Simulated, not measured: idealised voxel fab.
The document below concerns the process module designated voxel local oxidation.
Displayed cross-section: cut, width of 160 nm, square cells sized 5 nm.
In this document a cross-section is written as a grid of square cells. It is given as a series of bands, listed from the top down, and a band is one or more rows of cells.
Within each band entry, the heights of the top and of the bottom of the band appear first, in that order and in nm; the materials of the band then follow from left to right, each with its corresponding width in nm. The designation "edge to edge" on a single material indicates that it fills the band from edge to edge; the designation "air" indicates empty space.
The reference from which all heights are counted is 0, the level beneath which the as-received wafer is entirely one material; the lowest band, having no lower bound, proceeds downward and is written after the example "z 0 and below".
It should be noted that a width expressed as "30->40" varies in equal increments from row to row of cells within the band, taking the value of the first number at the top row and that of the second number at the bottom row.
"nothing was modified" for a step: no cell of the cross-section changed in that step.
Empty spaces without an open route to the top, at least 8 cells in extent, make up the entry "Closed-off voids"; each is given as width x height at distance, where the distance is measured from the left edge, and all are in nm.
Post-settings text on a step line: simulator's own remark regarding the step.
A step's line can hold "overlay nm"; with a mask on that step, the setting says how far right of the planned place the mask lay, while a negative setting says it lay to the left.

plan
- 1: RECEIVE,material Si
- 2: OXIDIZE,depth nm 5
- 3: CONFORMAL_DEP,material SiN,thk nm 10
- 4: DIRECTIONAL_DEP,material aC,thk nm 10
- 5: PATTERN,tone cover,mask id ACTIVE,material resist,width nm 95,thk nm 30,overlay nm 0
- 6: DIRECTIONAL_ETCH,etch materials aC,depth nm 10
- 7: STRIP,etch materials resist
- 8: DIRECTIONAL_ETCH,etch materials SiN,depth nm 10
- 9: STRIP,etch materials aC
- 10: SELECTIVE_ETCH,etch materials SiO2,depth nm 5
- 11: OXIDIZE,depth nm 15
- 12: STRIP,etch materials SiN

Wafer, first of two, run as planned

Received-state cross-section, reflecting completion of step 1
  z 0 and below  Si edge to edge
  Closed-off voids: none

Take a look at the wafer's cross-section after step 2
  z 0 to -5  SiO2 edge to edge
  Below -5, no change.

Take a look at the wafer's cross-section after step 3
  z 10 to 0  SiN edge to edge
  Below 0, no change.

Take a look at the wafer's cross-section after step 4
  z 20 to 10  aC edge to edge
  Below 10, no change.

Take a look at the wafer's cross-section after step 5
  z 50 to 20  30 air; 95 resist; 35 air
  Below 20, no change.

Take a look at the wafer's cross-section after step 6
  z 40 to 20  30 air; 95 resist; 35 air
  z 20 to 10  30 air; 95 aC; 35 air
  Below 10, no change.

Take a look at the wafer's cross-section after step 7
  z 20 to 10  30 air; 95 aC; 35 air
  Below 10, no change.

Take a look at the wafer's cross-section after step 8
  z 20 to 10  30 air; 95 aC; 35 air
  z 10 to 0  30 air; 95 SiN; 35 air
  Below 0, no change.

Take a look at the wafer's cross-section after step 9
  z 10 to 0  30 air; 95 SiN; 35 air
  Below 0, no change.

Take a look at the wafer's cross-section after step 10
  z 10 to 0  30 air; 95 SiN; 35 air
  z 0 to -5  35 air; 85 SiO2; 40 air
  Below -5, no change.

Take a look at the wafer's cross-section after step 11
  z 10 to 0  30 air; 95 SiN; 35 air
  z 0 to -5  35 air; 85 SiO2; 40 air
  z -5 to -20  50 SiO2; 55 Si; 55 SiO2
  Below -20, no change.

Take a look at the wafer's cross-section after step 12
  z 0 to -5  35 air; 85 SiO2; 40 air
  Below -5, no change.

Wafer two. Same start, same plan, one slip in execution. Same as wafer one through step 10, inclusive

Second wafer, cross-section, planned end of step 11
  z 10 to 0  30 air; 95 SiN; 35 air
  z 0 to -5  35 air; 85 SiO2; 40 air
  z -5 to -10  40 SiO2; 75 Si; 45 SiO2
  Below -10, no change.

Second wafer, cross-section, planned end of step 12
  z 0 to -5  35 air; 85 SiO2; 40 air
  Below -5, no change.
What broke from the plan during processing? step 11 ran differently from the plan; actual operation with settings: OXIDIZE,depth nm 5
Final difference in cells, second wafer against first, listed per material as more or fewer: Si +46; SiO2 -46
